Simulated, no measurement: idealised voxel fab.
This is a process module. Its name is voxel capacitor over wiring.
It is cross-section cut that appears here, measuring 205 nm in width, its square cells being 5 nm in size.
Just so we're on the same page, the cross-sections are grids of square cells, and they're listed out in bands top to bottom, each band one or more rows deep. Each band's line starts with the height of the band's top and of its bottom, in nm. Then come its materials from left to right, each with its width in nm. One material with "everywhere" fills the band from edge to edge. "empty" is empty space. Height reference: 0 = level under which incoming wafer is all one material. Lowest band: no bottom, runs on downward, e.g. "0 down". The notation "30..40" denotes a width that varies across the rows of cells in the band, beginning at the first number in the top row, finishing at the second number in the bottom row, and changing by an identical amount from each row to the next. Basically "identical to before" means that step didn't change any cell in the cross-section. "Trapped void list": empty spaces of 8 cells or more with no open way to the top, each given as width x height at distance, distance from the left edge, all in nm. If you see something after the settings on a step's line, that's the simulator's own remark about that step. A step's line can hold "overlay nm"; with a mask on that step, the setting says how far right of the planned place the mask lay, while a negative setting says it lay to the left.

-- Intended process steps
1) RECEIVE with material Si
2) CONFORMAL_DEP with material SiO2, thk nm 10
3) DIRECTIONAL_DEP with material TiN, thk nm 5
4) DIRECTIONAL_DEP with material W, thk nm 15
5) MASKED_ETCH with tone cover, mask id METAL_1, width nm 25, pitch nm 90, etch materials W, depth nm 15, overlay nm 0
6) MASKED_ETCH with tone cover, mask id METAL_1, width nm 25, pitch nm 90, etch materials TiN, depth nm 5, overlay nm 0
7) FILL_DEP with material lowk, thk nm 10
8) CMP with height nm 30
9) CONFORMAL_DEP with material SiCN, thk nm 5
10) DIRECTIONAL_DEP with material SiO2, thk nm 10
11) DIRECTIONAL_DEP with material aC, thk nm 15
12) PATTERN with tone open, mask id PLUG_1, material resist, width nm 15, thk nm 30, overlay nm 0
13) DIRECTIONAL_ETCH with etch materials aC, depth nm 15
14) STRIP with etch materials resist
15) DIRECTIONAL_ETCH with etch materials SiO2, depth nm 10
16) DIRECTIONAL_ETCH with etch materials SiCN, depth nm 5
17) STRIP with etch materials aC
18) EPI with material Ru, thk nm 10
19) EPI with material Ru, thk nm 5
20) DIRECTIONAL_DEP with material TiN, thk nm 10
21) DIRECTIONAL_DEP with material SiN, thk nm 5
22) DIRECTIONAL_DEP with material TiN, thk nm 5
23) PATTERN with tone cover, mask id UPPER_PLATE, material resist, width nm 70, thk nm 15, overlay nm 0
24) DIRECTIONAL_ETCH with etch materials TiN, depth nm 5
25) DIRECTIONAL_ETCH with etch materials SiN, depth nm 5
26) STRIP with etch materials resist
27) PATTERN with tone cover, mask id LOWER_PLATE, material resist, width nm 80, thk nm 15, overlay nm 0
28) DIRECTIONAL_ETCH with etch materials TiN, depth nm 10
29) STRIP with etch materials resist
30) FILL_DEP with material SiO2, thk nm 15
31) CMP with height nm 75
32) MASKED_ETCH with tone open, mask id PLUG_2, width nm 15, etch materials SiO2, depth nm 10, overlay nm 0
33) CONFORMAL_DEP with material TiN, thk nm 5
34) FILL_DEP with material Cu, thk nm 5
35) CMP with height nm 75
36) CONFORMAL_DEP with material SiN, thk nm 5

-- What follows covers the first of two wafers; it ran as planned

-- Wafer at receipt (post step 1), cross-section
    0 down: Si everywhere
    Trapped void list: none

-- After step 2, in cross-section
    10 to 0: SiO2 everywhere
    No changes below 0.

-- After step 3, in cross-section
    15 to 10: TiN everywhere
    No changes below 10.

-- After step 4, in cross-section
    30 to 15: W everywhere
    No changes below 15.

-- After step 5, in cross-section
    30 to 15: 45 empty, 25 W, 65 empty, 25 W, 45 empty
    No changes below 15.

-- After step 6, in cross-section
    30 to 15: 45 empty, 25 W, 65 empty, 25 W, 45 empty
    15 to 10: 45 empty, 25 TiN, 65 empty, 25 TiN, 45 empty
    No changes below 10.

-- After step 7, in cross-section
    40 to 30: lowk everywhere
    30 to 15: 45 lowk, 25 W, 65 lowk, 25 W, 45 lowk
    15 to 10: 45 lowk, 25 TiN, 65 lowk, 25 TiN, 45 lowk
    No changes below 10.

-- After step 8, in cross-section
    30 to 15: 45 lowk, 25 W, 65 lowk, 25 W, 45 lowk
    No changes below 15.

-- After step 9, in cross-section
    35 to 30: SiCN everywhere
    No changes below 30.

-- After step 10, in cross-section
    45 to 35: SiO2 everywhere
    No changes below 35.

-- After step 11, in cross-section
    60 to 45: aC everywhere
    No changes below 45.

-- After step 12, in cross-section
    90 to 60: 55 resist, 15 empty, 135 resist
    No changes below 60.

-- After step 13, in cross-section
    75 to 60: 55 resist, 15 empty, 135 resist
    60 to 45: 55 aC, 15 empty, 135 aC
    No changes below 45.

-- After step 14, in cross-section
    60 to 45: 55 aC, 15 empty, 135 aC
    No changes below 45.

-- After step 15, in cross-section
    60 to 45: 55 aC, 15 empty, 135 aC
    45 to 35: 55 SiO2, 15 empty, 135 SiO2
    No changes below 35.

-- After step 16, in cross-section
    60 to 45: 55 aC, 15 empty, 135 aC
    45 to 35: 55 SiO2, 15 empty, 135 SiO2
    35 to 30: 55 SiCN, 15 empty, 135 SiCN
    No changes below 30.

-- After step 17, in cross-section
    45 to 35: 55 SiO2, 15 empty, 135 SiO2
    No changes below 35.

-- After step 18, in cross-section
    45 to 40: 55 SiO2, 15 empty, 135 SiO2
    40 to 35: 55 SiO2, 15 Ru, 135 SiO2
    35 to 30: 55 SiCN, 15 Ru, 135 SiCN
    No changes below 30.

-- After step 19, in cross-section
    45 to 35: 55 SiO2, 15 Ru, 135 SiO2
    No changes below 35.

-- After step 20, in cross-section
    55 to 45: TiN everywhere
    No changes below 45.

-- After step 21, in cross-section
    60 to 55: SiN everywhere
    No changes below 55.

-- After step 22, in cross-section
    65 to 60: TiN everywhere
    No changes below 60.

-- After step 23, in cross-section
    80 to 65: 55 empty, 70 resist, 80 empty
    No changes below 65.

-- After step 24, in cross-section
    80 to 65: 55 empty, 70 resist, 80 empty
    65 to 60: 55 empty, 70 TiN, 80 empty
    No changes below 60.

-- After step 25, in cross-section
    80 to 65: 55 empty, 70 resist, 80 empty
    65 to 60: 55 empty, 70 TiN, 80 empty
    60 to 55: 55 empty, 70 SiN, 80 empty
    No changes below 55.

-- After step 26, in cross-section
    65 to 60: 55 empty, 70 TiN, 80 empty
    No changes below 60.

-- After step 27, in cross-section
    80 to 65: 50 empty, 80 resist, 75 empty
    65 to 60: 50 empty, 5 resist, 70 TiN, 5 resist, 75 empty
    60 to 55: 50 empty, 5 resist, 70 SiN, 5 resist, 75 empty
    No changes below 55.

-- After step 28, in cross-section
    80 to 65: 50 empty, 80 resist, 75 empty
    65 to 60: 50 empty, 5 resist, 70 TiN, 5 resist, 75 empty
    60 to 55: 50 empty, 5 resist, 70 SiN, 5 resist, 75 empty
    55 to 45: 50 empty, 80 TiN, 75 empty
    No changes below 45.

-- After step 29, in cross-section
    65 to 60: 55 empty, 70 TiN, 80 empty
    60 to 55: 55 empty, 70 SiN, 80 empty
    No changes below 55.

-- After step 30, in cross-section
    80 to 65: SiO2 everywhere
    65 to 60: 55 SiO2, 70 TiN, 80 SiO2
    60 to 55: 55 SiO2, 70 SiN, 80 SiO2
    55 to 45: 50 SiO2, 80 TiN, 75 SiO2
    No changes below 45.

-- After step 31, in cross-section
    75 to 65: SiO2 everywhere
    No changes below 65.

-- After step 32, in cross-section
    75 to 65: 65 SiO2, 15 empty, 125 SiO2
    No changes below 65.

-- After step 33, in cross-section
    80 to 75: 70 TiN, 5 empty, 130 TiN
    75 to 70: 65 SiO2, 5 TiN, 5 empty, 5 TiN, 125 SiO2
    70 to 60: 65..55 SiO2, 15..70 TiN, 125..80 SiO2
    No changes below 60.

-- After step 34, in cross-section
    85 to 80: Cu everywhere
    80 to 75: 70 TiN, 5 Cu, 130 TiN
    75 to 70: 65 SiO2, 5 TiN, 5 Cu, 5 TiN, 125 SiO2
    No changes below 70.

-- After step 35, in cross-section
    75 to 70: 65 SiO2, 5 TiN, 5 Cu, 5 TiN, 125 SiO2
    No changes below 70.

-- After step 36, in cross-section
    80 to 75: SiN everywhere
    No changes below 75.

-- Companion wafer, the second of two: same beginning, same intended sequence, one mistake in carrying it out; through step 22 inclusive it tracks the first exactly

-- Here is the second wafer in cross-section at the point where step 23 of the plan should have been done
    80 to 65: 65 empty, 70 resist, 70 empty
    No changes below 65.

-- Here is the second wafer in cross-section at the point where step 24 of the plan should have been done
    80 to 65: 65 empty, 70 resist, 70 empty
    65 to 60: 65 empty, 70 TiN, 70 empty
    No changes below 60.

-- Here is the second wafer in cross-section at the point where step 25 of the plan should have been done
    80 to 65: 65 empty, 70 resist, 70 empty
    65 to 60: 65 empty, 70 TiN, 70 empty
    60 to 55: 65 empty, 70 SiN, 70 empty
    No changes below 55.

-- Here is the second wafer in cross-section at the point where step 26 of the plan should have been done
    65 to 60: 65 empty, 70 TiN, 70 empty
    No changes below 60.

-- Here is the second wafer in cross-section at the point where step 27 of the plan should have been done
    80 to 65: 50 empty, 80 resist, 75 empty
    65 to 60: 50 empty, 15 resist, 70 TiN, 70 empty
    60 to 55: 50 empty, 15 resist, 70 SiN, 70 empty
    No changes below 55.

-- Here is the second wafer in cross-section at the point where step 28 of the plan should have been done
    80 to 65: 50 empty, 80 resist, 75 empty
    65 to 60: 50 empty, 15 resist, 65 TiN, 75 empty
    60 to 55: 50 empty, 15 resist, 70 SiN, 70 empty
    55 to 45: 50 empty, 85 TiN, 70 empty
    No changes below 45.

-- Here is the second wafer in cross-section at the point where step 29 of the plan should have been done
    65 to 60: 65 empty, 65 TiN, 75 empty
    60 to 55: 65 empty, 70 SiN, 70 empty
    No changes below 55.

-- Here is the second wafer in cross-section at the point where step 30 of the plan should have been done
    80 to 65: SiO2 everywhere
    65 to 60: 65 SiO2, 65 TiN, 75 SiO2
    60 to 55: 65 SiO2, 70 SiN, 70 SiO2
    55 to 45: 50 SiO2, 85 TiN, 70 SiO2
    No changes below 45.

-- Here is the second wafer in cross-section at the point where step 31 of the plan should have been done
    75 to 65: SiO2 everywhere
    No changes below 65.

-- Here is the second wafer in cross-section at the point where step 32 of the plan should have been done
    75 to 65: 65 SiO2, 15 empty, 125 SiO2
    No changes below 65.

-- Here is the second wafer in cross-section at the point where step 33 of the plan should have been done
    80 to 75: 70 TiN, 5 empty, 130 TiN
    75 to 70: 65 SiO2, 5 TiN, 5 empty, 5 TiN, 125 SiO2
    70 to 60: 65 SiO2, 15..65 TiN, 125..75 SiO2
    No changes below 60.

-- Here is the second wafer in cross-section at the point where step 34 of the plan should have been done
    85 to 80: Cu everywhere
    80 to 75: 70 TiN, 5 Cu, 130 TiN
    75 to 70: 65 SiO2, 5 TiN, 5 Cu, 5 TiN, 125 SiO2
    No changes below 70.

-- Here is the second wafer in cross-section at the point where step 35 of the plan should have been done
    75 to 70: 65 SiO2, 5 TiN, 5 Cu, 5 TiN, 125 SiO2
    No changes below 70.

-- Here is the second wafer in cross-section at the point where step 36 of the plan should have been done
    80 to 75: SiN everywhere
    No changes below 75.
Misprocessing identified: it should be noted that step 23 was executed with settings other than those planned, the operation and settings actually applied being PATTERN with tone cover, mask id UPPER_PLATE, material resist, width nm 70, thk nm 15, overlay nm 10
Per the end-of-run cell counts, the second wafer holds more or fewer of some materials than the first: SiO2 -1; TiN +1
